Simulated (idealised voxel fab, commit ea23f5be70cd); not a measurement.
Process module heading - voxel self aligned contacts
Pictured: cross-section cut, 240 nm wide, on a grid of 5 nm square cells.
Just so we're on the same page, the cross-sections are grids of square cells, and they're listed out in bands top to bottom, each band one or more rows deep.
Band: top and bottom heights (nm) first, top before bottom; then materials from left to right, widths in nm. "everywhere" marks a sole material filling the band edge to edge. "blank" denotes empty space.
A quick word on heights: they are counted from 0, and under that level the wafer as it came to us is one material throughout. The lowest band is different from the rest in having no bottom; it simply continues downward, written as in "0..down".
So if you see something like "30->40" for the width, read it as the top row of the band sitting at the first number and the bottom row at the second, with every row in between moving by the same amount as the last.
Given "no alteration" for a step, no cell of the cross-section differs between before and after that step.
Empty spaces without an open route to the top, at least 8 cells in extent, make up the entry "Fully enclosed voids"; each is given as width x height at distance, where the distance is measured from the left edge, and all are in nm.
Whatever follows a step's settings on its line is a remark the simulator itself makes about that step.
overlay nm: for a step with a mask, the amount by which the mask lay right of where it was planned; a negative amount means left of it.
[Listed below are the process steps as planned]
| 1 | RECEIVE,material Si |
| 2 | OXIDIZE,depth nm 5 |
| 3 | DIRECTIONAL_DEP,material polySi,thk nm 30 |
| 4 | DIRECTIONAL_DEP,material SiN,thk nm 20 |
| 5 | PATTERN,tone cover,mask id GATE,material resist,width nm 35,pitch nm 70,thk nm 15,overlay nm 0 |
| 6 | DIRECTIONAL_ETCH,etch materials SiN,depth nm 20 |
| 7 | DIRECTIONAL_ETCH,etch materials polySi,depth nm 30 |
| 8 | STRIP,etch materials resist |
| 9 | CONFORMAL_DEP,material SiN,thk nm 10 |
| 10 | DIRECTIONAL_ETCH,etch materials SiN,depth nm 10 |
| 11 | FILL_DEP,material SiO2,thk nm 15 |
| 12 | CMP,height nm 60 |
| 13 | DIRECTIONAL_DEP,material aC,thk nm 10 |
| 14 | PATTERN,tone open,mask id CONTACT,material resist,width nm 55,pitch nm 70,thk nm 30,overlay nm 0 |
| 15 | DIRECTIONAL_ETCH,etch materials aC,depth nm 10 |
| 16 | STRIP,etch materials resist |
| 17 | DIRECTIONAL_ETCH,etch materials SiO2,depth nm 65 |
| 18 | STRIP,etch materials aC |
| 19 | CONFORMAL_DEP,material TiN,thk nm 5 |
| 20 | FILL_DEP,material W,thk nm 5 |
| 21 | CMP,height nm 60 |
| 22 | CONFORMAL_DEP,material SiCN,thk nm 5 |
[So this is the incoming wafer in cross-section - it's already been through step 1]
	0..down  Si everywhere
	Fully enclosed voids: none
[first wafer at the end, as planned]
	65..60  SiCN everywhere
	60..50  SiO2 (55) / TiN (5->25) / W (45->5) / TiN (5->25) / SiO2 (15) / TiN (5->25) / W (45->5) / TiN (5->25) / SiO2 (60)
	50..30  SiO2 (20) / SiN (55) / TiN (5) / W (5) / TiN (5) / SiN (55) / TiN (5) / W (5) / TiN (5) / SiN (55) / SiO2 (25)
	30..0  SiO2 (20) / SiN (10) / polySi (35) / SiN (10) / TiN (5) / W (5) / TiN (5) / SiN (10) / polySi (35) / SiN (10) / TiN (5) / W (5) / TiN (5) / SiN (10) / polySi (35) / SiN (10) / SiO2 (25)
	0..-5  SiO2 (75) / TiN (15) / SiO2 (55) / TiN (15) / SiO2 (80)
	-5..down  Si everywhere
	Fully enclosed voids: none
[This cross-section belongs to the second wafer of two at the end of the module; the start and the plan were shared with the first, and the run included one mistake]
	65..60  SiCN everywhere
	60..55  SiO2 (55) / TiN (5) / W (45) / TiN (5) / SiO2 (15) / TiN (5) / W (45) / TiN (5) / SiO2 (60)
	55..50  SiO2 (55) / TiN (55) / SiO2 (15) / TiN (55) / SiO2 (60)
	50..30  SiN (40) / SiO2 (15) / SiN (55) / SiO2 (15) / SiN (55) / SiO2 (15) / SiN (45)
	30..0  polySi (30) / SiN (10) / SiO2 (15) / SiN (10) / polySi (35) / SiN (10) / SiO2 (15) / SiN (10) / polySi (35) / SiN (10) / SiO2 (15) / SiN (10) / polySi (35)
	0..-5  SiO2 everywhere
	-5..down  Si everywhere
	Fully enclosed voids: none
In executing the process, a mistake was made relative to the plan: step 5 ran as: PATTERN,tone open,mask id GATE,material resist,width nm 35,pitch nm 70,thk nm 15,overlay nm 0
The second wafer ends with more or fewer cells of some materials than the first, per final count: SiN +24, SiO2 +6, TiN -44, W -22, polySi +36
